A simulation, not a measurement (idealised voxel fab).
Process module name: voxel capacitor over wiring
Cross-section cut: width 270 nm, square cells of 5 nm.
Throughout this document, each cross-section is represented as a grid of square cells and is presented as a sequence of bands enumerated from the top downward, where a band comprises one or more rows of cells. The entry gives the band's vertical extent as a top height and a bottom height in nm, then its horizontal make-up as materials from left to right, each with a width in nm. "blank" stands for empty space; a single material marked "full width" fills the band edge to edge. Note: height 0 marks the level under which the wafer is uniformly one material as received. Lowest band unbounded below, written "0 and below". When a width is written as two numbers, as in "30->40", the first number is the width in the top row of cells of the band and the second is the width in its bottom row, and the width changes by the same amount from each row to the next. "no modifications" -> step changed no cross-section cell. So "Fully sealed cavities" is basically the list of trapped voids: any empty space of 8 cells or more that can't reach the top through an opening. They're written width x height at distance, the distance being from the left edge, and it's all nm. Text after the settings on a step's line: the simulator's own remark on that step. overlay nm: on a step with a mask, how far right of its planned place the mask lay; negative means left.
# Planned process steps
1 op RECEIVE | material Si
2 op CONFORMAL_DEP | material SiO2 | thk nm 10
3 op CONFORMAL_DEP | material SiN | thk nm 5
4 op DIRECTIONAL_DEP | material SiO2 | thk nm 20
5 op DIRECTIONAL_DEP | material aC | thk nm 10
6 op PATTERN | tone open | mask id METAL_1 | material resist | width nm 25 | pitch nm 80 | thk nm 25 | overlay nm 0
7 op DIRECTIONAL_ETCH | etch materials aC | depth nm 10
8 op STRIP | etch materials resist
9 op DIRECTIONAL_ETCH | etch materials SiO2 | depth nm 20
10 op DIRECTIONAL_ETCH | etch materials SiN | depth nm 5
11 op STRIP | etch materials aC
12 op CONFORMAL_DEP | material TiN | thk nm 5
13 op FILL_DEP | material Ru | thk nm 5
14 op CMP | height nm 35
15 op CONFORMAL_DEP | material SiCN | thk nm 5
16 op DIRECTIONAL_DEP | material lowk | thk nm 10
17 op PATTERN | tone open | mask id PLUG_1 | material resist | width nm 15 | thk nm 20 | overlay nm 0
18 op DIRECTIONAL_ETCH | etch materials lowk | depth nm 10
19 op DIRECTIONAL_ETCH | etch materials SiCN | depth nm 5
20 op STRIP | etch materials resist
21 op CONFORMAL_DEP | material TiN | thk nm 5
22 op FILL_DEP | material W | thk nm 10
23 op CMP | height nm 50
24 op DIRECTIONAL_DEP | material TiN | thk nm 5
25 op DIRECTIONAL_DEP | material Al2O3 | thk nm 5
26 op DIRECTIONAL_DEP | material TiN | thk nm 5
27 op DIRECTIONAL_DEP | material aC | thk nm 15
28 op PATTERN | tone cover | mask id UPPER_PLATE | material resist | width nm 60 | thk nm 35 | overlay nm 0
29 op DIRECTIONAL_ETCH | etch materials aC | depth nm 15
30 op STRIP | etch materials resist
31 op DIRECTIONAL_ETCH | etch materials TiN | depth nm 5
32 op DIRECTIONAL_ETCH | etch materials Al2O3 | depth nm 5
33 op STRIP | etch materials aC
34 op MASKED_ETCH | tone cover | mask id LOWER_PLATE | width nm 70 | etch materials TiN | depth nm 5 | overlay nm 0
35 op FILL_DEP | material SiO2 | thk nm 20
36 op CMP | height nm 80
37 op DIRECTIONAL_DEP | material aC | thk nm 15
38 op PATTERN | tone open | mask id PLUG_2 | material resist | width nm 15 | thk nm 35 | overlay nm 0
39 op DIRECTIONAL_ETCH | etch materials aC | depth nm 15
40 op STRIP | etch materials resist
41 op DIRECTIONAL_ETCH | etch materials SiO2 | depth nm 15
42 op STRIP | etch materials aC
43 op CONFORMAL_DEP | material TiN | thk nm 5
44 op FILL_DEP | material Ru | thk nm 5
45 op CMP | height nm 80
46 op CONFORMAL_DEP | material SiN | thk nm 5
# On the first of the two wafers: run conducted according to plan
# As-received state of the wafer in cross-section, equivalent to post-step 1
  0 and below | Si full width
  Fully sealed cavities: none
# Upon completion of step 2, the wafer appears in cross-section as shown
  10 down to 0 | SiO2 full width
  Heights below 0 show no change.
# Upon completion of step 3, the wafer appears in cross-section as shown
  15 down to 10 | SiN full width
  Heights below 10 show no change.
# Upon completion of step 4, the wafer appears in cross-section as shown
  35 down to 15 | SiO2 full width
  Heights below 15 show no change.
# Upon completion of step 5, the wafer appears in cross-section as shown
  45 down to 35 | aC full width
  Heights below 35 show no change.
# Upon completion of step 6, the wafer appears in cross-section as shown
  70 down to 45 | resist=80 | blank=25 | resist=55 | blank=25 | resist=85
  Heights below 45 show no change.
# Upon completion of step 7, the wafer appears in cross-section as shown
  60 down to 45 | resist=80 | blank=25 | resist=55 | blank=25 | resist=85
  45 down to 35 | aC=80 | blank=25 | aC=55 | blank=25 | aC=85
  Heights below 35 show no change.
# Upon completion of step 8, the wafer appears in cross-section as shown
  45 down to 35 | aC=80 | blank=25 | aC=55 | blank=25 | aC=85
  Heights below 35 show no change.
# Upon completion of step 9, the wafer appears in cross-section as shown
  45 down to 35 | aC=80 | blank=25 | aC=55 | blank=25 | aC=85
  35 down to 15 | SiO2=80 | blank=25 | SiO2=55 | blank=25 | SiO2=85
  Heights below 15 show no change.
# Upon completion of step 10, the wafer appears in cross-section as shown
  45 down to 35 | aC=80 | blank=25 | aC=55 | blank=25 | aC=85
  35 down to 15 | SiO2=80 | blank=25 | SiO2=55 | blank=25 | SiO2=85
  15 down to 10 | SiN=80 | blank=25 | SiN=55 | blank=25 | SiN=85
  Heights below 10 show no change.
# Upon completion of step 11, the wafer appears in cross-section as shown
  35 down to 15 | SiO2=80 | blank=25 | SiO2=55 | blank=25 | SiO2=85
  Heights below 15 show no change.
# Upon completion of step 12, the wafer appears in cross-section as shown
  40 down to 35 | TiN=85 | blank=15 | TiN=65 | blank=15 | TiN=90
  35 down to 15 | SiO2=80 | TiN=5 | blank=15 | TiN=5 | SiO2=55 | TiN=5 | blank=15 | TiN=5 | SiO2=85
  15 down to 10 | SiN=80 | TiN=25 | SiN=55 | TiN=25 | SiN=85
  Heights below 10 show no change.
# Upon completion of step 13, the wafer appears in cross-section as shown
  45 down to 40 | Ru full width
  40 down to 35 | TiN=85 | Ru=15 | TiN=65 | Ru=15 | TiN=90
  35 down to 15 | SiO2=80 | TiN=5 | Ru=15 | TiN=5 | SiO2=55 | TiN=5 | Ru=15 | TiN=5 | SiO2=85
  Heights below 15 show no change.
# Upon completion of step 14, the wafer appears in cross-section as shown
  35 down to 15 | SiO2=80 | TiN=5 | Ru=15 | TiN=5 | SiO2=55 | TiN=5 | Ru=15 | TiN=5 | SiO2=85
  Heights below 15 show no change.
# Upon completion of step 15, the wafer appears in cross-section as shown
  40 down to 35 | SiCN full width
  Heights below 35 show no change.
# Upon completion of step 16, the wafer appears in cross-section as shown
  50 down to 40 | lowk full width
  Heights below 40 show no change.
# Upon completion of step 17, the wafer appears in cross-section as shown
  70 down to 50 | resist=90 | blank=15 | resist=165
  Heights below 50 show no change.
# Upon completion of step 18, the wafer appears in cross-section as shown
  70 down to 50 | resist=90 | blank=15 | resist=165
  50 down to 40 | lowk=90 | blank=15 | lowk=165
  Heights below 40 show no change.
# Upon completion of step 19, the wafer appears in cross-section as shown
  70 down to 50 | resist=90 | blank=15 | resist=165
  50 down to 40 | lowk=90 | blank=15 | lowk=165
  40 down to 35 | SiCN=90 | blank=15 | SiCN=165
  Heights below 35 show no change.
# Upon completion of step 20, the wafer appears in cross-section as shown
  50 down to 40 | lowk=90 | blank=15 | lowk=165
  Heights below 40 show no change.
# Upon completion of step 21, the wafer appears in cross-section as shown
  55 down to 50 | TiN=95 | blank=5 | TiN=170
  50 down to 40 | lowk=90 | TiN=5 | blank=5 | TiN=5 | lowk=165
  40 down to 35 | SiCN=90 | TiN=15 | SiCN=165
  Heights below 35 show no change.
# Upon completion of step 22, the wafer appears in cross-section as shown
  65 down to 55 | W full width
  55 down to 50 | TiN=95 | W=5 | TiN=170
  50 down to 40 | lowk=90 | TiN=5 | W=5 | TiN=5 | lowk=165
  Heights below 40 show no change.
# Upon completion of step 23, the wafer appears in cross-section as shown
  50 down to 40 | lowk=90 | TiN=5 | W=5 | TiN=5 | lowk=165
  Heights below 40 show no change.
# Upon completion of step 24, the wafer appears in cross-section as shown
  55 down to 50 | TiN full width
  Heights below 50 show no change.
# Upon completion of step 25, the wafer appears in cross-section as shown
  60 down to 55 | Al2O3 full width
  Heights below 55 show no change.
# Upon completion of step 26, the wafer appears in cross-section as shown
  65 down to 60 | TiN full width
  Heights below 60 show no change.
# Upon completion of step 27, the wafer appears in cross-section as shown
  80 down to 65 | aC full width
  Heights below 65 show no change.
# Upon completion of step 28, the wafer appears in cross-section as shown
  115 down to 80 | blank=90 | resist=60 | blank=120
  Heights below 80 show no change.
# Upon completion of step 29, the wafer appears in cross-section as shown
  100 down to 80 | blank=90 | resist=60 | blank=120
  80 down to 65 | blank=90 | aC=60 | blank=120
  Heights below 65 show no change.
# Upon completion of step 30, the wafer appears in cross-section as shown
  80 down to 65 | blank=90 | aC=60 | blank=120
  Heights below 65 show no change.
# Upon completion of step 31, the wafer appears in cross-section as shown
  80 down to 65 | blank=90 | aC=60 | blank=120
  65 down to 60 | blank=90 | TiN=60 | blank=120
  Heights below 60 show no change.
# Upon completion of step 32, the wafer appears in cross-section as shown
  80 down to 65 | blank=90 | aC=60 | blank=120
  65 down to 60 | blank=90 | TiN=60 | blank=120
  60 down to 55 | blank=90 | Al2O3=60 | blank=120
  Heights below 55 show no change.
# Upon completion of step 33, the wafer appears in cross-section as shown
  65 down to 60 | blank=90 | TiN=60 | blank=120
  Heights below 60 show no change.
# Upon completion of step 34, the wafer appears in cross-section as shown
  65 down to 60 | blank=90 | TiN=60 | blank=120
  60 down to 55 | blank=90 | Al2O3=60 | blank=120
  55 down to 50 | blank=85 | TiN=70 | blank=115
  Heights below 50 show no change.
# Upon completion of step 35, the wafer appears in cross-section as shown
  85 down to 65 | SiO2 full width
  65 down to 60 | SiO2=90 | TiN=60 | SiO2=120
  60 down to 55 | SiO2=90 | Al2O3=60 | SiO2=120
  55 down to 50 | SiO2=85 | TiN=70 | SiO2=115
  Heights below 50 show no change.
# Upon completion of step 36, the wafer appears in cross-section as shown
  80 down to 65 | SiO2 full width
  Heights below 65 show no change.
# Upon completion of step 37, the wafer appears in cross-section as shown
  95 down to 80 | aC full width
  Heights below 80 show no change.
# Upon completion of step 38, the wafer appears in cross-section as shown
  130 down to 95 | resist=100 | blank=15 | resist=155
  Heights below 95 show no change.
# Upon completion of step 39, the wafer appears in cross-section as shown
  115 down to 95 | resist=100 | blank=15 | resist=155
  95 down to 80 | aC=100 | blank=15 | aC=155
  Heights below 80 show no change.
# Upon completion of step 40, the wafer appears in cross-section as shown
  95 down to 80 | aC=100 | blank=15 | aC=155
  Heights below 80 show no change.
# Upon completion of step 41, the wafer appears in cross-section as shown
  95 down to 80 | aC=100 | blank=15 | aC=155
  80 down to 65 | SiO2=100 | blank=15 | SiO2=155
  Heights below 65 show no change.
# Upon completion of step 42, the wafer appears in cross-section as shown
  80 down to 65 | SiO2=100 | blank=15 | SiO2=155
  Heights below 65 show no change.
# Upon completion of step 43, the wafer appears in cross-section as shown
  85 down to 80 | TiN=105 | blank=5 | TiN=160
  80 down to 70 | SiO2=100 | TiN=5 | blank=5 | TiN=5 | SiO2=155
  70 down to 60 | SiO2=100->90 | TiN=15->60 | SiO2=155->120
  Heights below 60 show no change.
# Upon completion of step 44, the wafer appears in cross-section as shown
  90 down to 85 | Ru full width
  85 down to 80 | TiN=105 | Ru=5 | TiN=160
  80 down to 70 | SiO2=100 | TiN=5 | Ru=5 | TiN=5 | SiO2=155
  Heights below 70 show no change.
# Upon completion of step 45, the wafer appears in cross-section as shown
  80 down to 70 | SiO2=100 | TiN=5 | Ru=5 | TiN=5 | SiO2=155
  Heights below 70 show no change.
# Upon completion of step 46, the wafer appears in cross-section as shown
  85 down to 80 | SiN full width
  Heights below 80 show no change.
# Wafer two of the pair: same origin, same plan, one error during the run; identical to wafer one up to and including step 7
# Cross-sectional view of the second wafer at the intended end time of process step 8
  45 down to 35 | aC=80 | blank=25 | aC=55 | blank=25 | aC=85
  Heights below 35 show no change.
# Cross-sectional view of the second wafer at the intended end time of process step 9
  45 down to 35 | aC=80 | blank=25 | aC=55 | blank=25 | aC=85
  35 down to 15 | SiO2=80 | blank=25 | SiO2=55 | blank=25 | SiO2=85
  Heights below 15 show no change.
# Cross-sectional view of the second wafer at the intended end time of process step 10
  45 down to 35 | aC=80 | blank=25 | aC=55 | blank=25 | aC=85
  35 down to 15 | SiO2=80 | blank=25 | SiO2=55 | blank=25 | SiO2=85
  15 down to 10 | SiN=80 | blank=25 | SiN=55 | blank=25 | SiN=85
  Heights below 10 show no change.
# Cross-sectional view of the second wafer at the intended end time of process step 11
  35 down to 15 | SiO2=80 | blank=25 | SiO2=55 | blank=25 | SiO2=85
  Heights below 15 show no change.
# Cross-sectional view of the second wafer at the intended end time of process step 12
  40 down to 35 | TiN=85 | blank=15 | TiN=65 | blank=15 | TiN=90
  35 down to 15 | SiO2=80 | TiN=5 | blank=15 | TiN=5 | SiO2=55 | TiN=5 | blank=15 | TiN=5 | SiO2=85
  15 down to 10 | SiN=80 | TiN=25 | SiN=55 | TiN=25 | SiN=85
  Heights below 10 show no change.
# Cross-sectional view of the second wafer at the intended end time of process step 13
  45 down to 40 | Ru full width
  40 down to 35 | TiN=85 | Ru=15 | TiN=65 | Ru=15 | TiN=90
  35 down to 15 | SiO2=80 | TiN=5 | Ru=15 | TiN=5 | SiO2=55 | TiN=5 | Ru=15 | TiN=5 | SiO2=85
  Heights below 15 show no change.
# Cross-sectional view of the second wafer at the intended end time of process step 14
  35 down to 15 | SiO2=80 | TiN=5 | Ru=15 | TiN=5 | SiO2=55 | TiN=5 | Ru=15 | TiN=5 | SiO2=85
  Heights below 15 show no change.
# Cross-sectional view of the second wafer at the intended end time of process step 15
  40 down to 35 | SiCN full width
  Heights below 35 show no change.
# Cross-sectional view of the second wafer at the intended end time of process step 16
  50 down to 40 | lowk full width
  Heights below 40 show no change.
# Cross-sectional view of the second wafer at the intended end time of process step 17
  70 down to 50 | resist=90 | blank=15 | resist=165
  Heights below 50 show no change.
# Cross-sectional view of the second wafer at the intended end time of process step 18
  70 down to 50 | resist=90 | blank=15 | resist=165
  50 down to 40 | lowk=90 | blank=15 | lowk=165
  Heights below 40 show no change.
# Cross-sectional view of the second wafer at the intended end time of process step 19
  70 down to 50 | resist=90 | blank=15 | resist=165
  50 down to 40 | lowk=90 | blank=15 | lowk=165
  40 down to 35 | SiCN=90 | blank=15 | SiCN=165
  Heights below 35 show no change.
# Cross-sectional view of the second wafer at the intended end time of process step 20
  50 down to 40 | lowk=90 | blank=15 | lowk=165
  Heights below 40 show no change.
# Cross-sectional view of the second wafer at the intended end time of process step 21
  55 down to 50 | TiN=95 | blank=5 | TiN=170
  50 down to 40 | lowk=90 | TiN=5 | blank=5 | TiN=5 | lowk=165
  40 down to 35 | SiCN=90 | TiN=15 | SiCN=165
  Heights below 35 show no change.
# Cross-sectional view of the second wafer at the intended end time of process step 22
  65 down to 55 | W full width
  55 down to 50 | TiN=95 | W=5 | TiN=170
  50 down to 40 | lowk=90 | TiN=5 | W=5 | TiN=5 | lowk=165
  Heights below 40 show no change.
# Cross-sectional view of the second wafer at the intended end time of process step 23
  50 down to 40 | lowk=90 | TiN=5 | W=5 | TiN=5 | lowk=165
  Heights below 40 show no change.
# Cross-sectional view of the second wafer at the intended end time of process step 24
  55 down to 50 | TiN full width
  Heights below 50 show no change.
# Cross-sectional view of the second wafer at the intended end time of process step 25
  60 down to 55 | Al2O3 full width
  Heights below 55 show no change.
# Cross-sectional view of the second wafer at the intended end time of process step 26
  65 down to 60 | TiN full width
  Heights below 60 show no change.
# Cross-sectional view of the second wafer at the intended end time of process step 27
  80 down to 65 | aC full width
  Heights below 65 show no change.
# Cross-sectional view of the second wafer at the intended end time of process step 28
  115 down to 80 | blank=90 | resist=60 | blank=120
  Heights below 80 show no change.
# Cross-sectional view of the second wafer at the intended end time of process step 29
  100 down to 80 | blank=90 | resist=60 | blank=120
  80 down to 65 | blank=90 | aC=60 | blank=120
  Heights below 65 show no change.
# Cross-sectional view of the second wafer at the intended end time of process step 30
  80 down to 65 | blank=90 | aC=60 | blank=120
  Heights below 65 show no change.
# Cross-sectional view of the second wafer at the intended end time of process step 31
  80 down to 65 | blank=90 | aC=60 | blank=120
  65 down to 60 | blank=90 | TiN=60 | blank=120
  Heights below 60 show no change.
# Cross-sectional view of the second wafer at the intended end time of process step 32
  80 down to 65 | blank=90 | aC=60 | blank=120
  65 down to 60 | blank=90 | TiN=60 | blank=120
  60 down to 55 | blank=90 | Al2O3=60 | blank=120
  Heights below 55 show no change.
# Cross-sectional view of the second wafer at the intended end time of process step 33
  65 down to 60 | blank=90 | TiN=60 | blank=120
  Heights below 60 show no change.
# Cross-sectional view of the second wafer at the intended end time of process step 34
  65 down to 60 | blank=90 | TiN=60 | blank=120
  60 down to 55 | blank=90 | Al2O3=60 | blank=120
  55 down to 50 | blank=85 | TiN=70 | blank=115
  Heights below 50 show no change.
# Cross-sectional view of the second wafer at the intended end time of process step 35
  85 down to 65 | SiO2 full width
  65 down to 60 | SiO2=90 | TiN=60 | SiO2=120
  60 down to 55 | SiO2=90 | Al2O3=60 | SiO2=120
  55 down to 50 | SiO2=85 | TiN=70 | SiO2=115
  Heights below 50 show no change.
# Cross-sectional view of the second wafer at the intended end time of process step 36
  80 down to 65 | SiO2 full width
  Heights below 65 show no change.
# Cross-sectional view of the second wafer at the intended end time of process step 37
  95 down to 80 | aC full width
  Heights below 80 show no change.
# Cross-sectional view of the second wafer at the intended end time of process step 38
  130 down to 95 | resist=100 | blank=15 | resist=155
  Heights below 95 show no change.
# Cross-sectional view of the second wafer at the intended end time of process step 39
  115 down to 95 | resist=100 | blank=15 | resist=155
  95 down to 80 | aC=100 | blank=15 | aC=155
  Heights below 80 show no change.
# Cross-sectional view of the second wafer at the intended end time of process step 40
  95 down to 80 | aC=100 | blank=15 | aC=155
  Heights below 80 show no change.
# Cross-sectional view of the second wafer at the intended end time of process step 41
  95 down to 80 | aC=100 | blank=15 | aC=155
  80 down to 65 | SiO2=100 | blank=15 | SiO2=155
  Heights below 65 show no change.
# Cross-sectional view of the second wafer at the intended end time of process step 42
  80 down to 65 | SiO2=100 | blank=15 | SiO2=155
  Heights below 65 show no change.
# Cross-sectional view of the second wafer at the intended end time of process step 43
  85 down to 80 | TiN=105 | blank=5 | TiN=160
  80 down to 70 | SiO2=100 | TiN=5 | blank=5 | TiN=5 | SiO2=155
  70 down to 60 | SiO2=100->90 | TiN=15->60 | SiO2=155->120
  Heights below 60 show no change.
# Cross-sectional view of the second wafer at the intended end time of process step 44
  90 down to 85 | Ru full width
  85 down to 80 | TiN=105 | Ru=5 | TiN=160
  80 down to 70 | SiO2=100 | TiN=5 | Ru=5 | TiN=5 | SiO2=155
  Heights below 70 show no change.
# Cross-sectional view of the second wafer at the intended end time of process step 45
  80 down to 70 | SiO2=100 | TiN=5 | Ru=5 | TiN=5 | SiO2=155
  Heights below 70 show no change.
# Cross-sectional view of the second wafer at the intended end time of process step 46
  85 down to 80 | SiN full width
  Heights below 80 show no change.
Where did the run depart from the plan? step 8 of the plan saw execution twice
Honestly, by the end the two wafers have the same cross-section, so the mistake just doesn't show up in what this model computes.
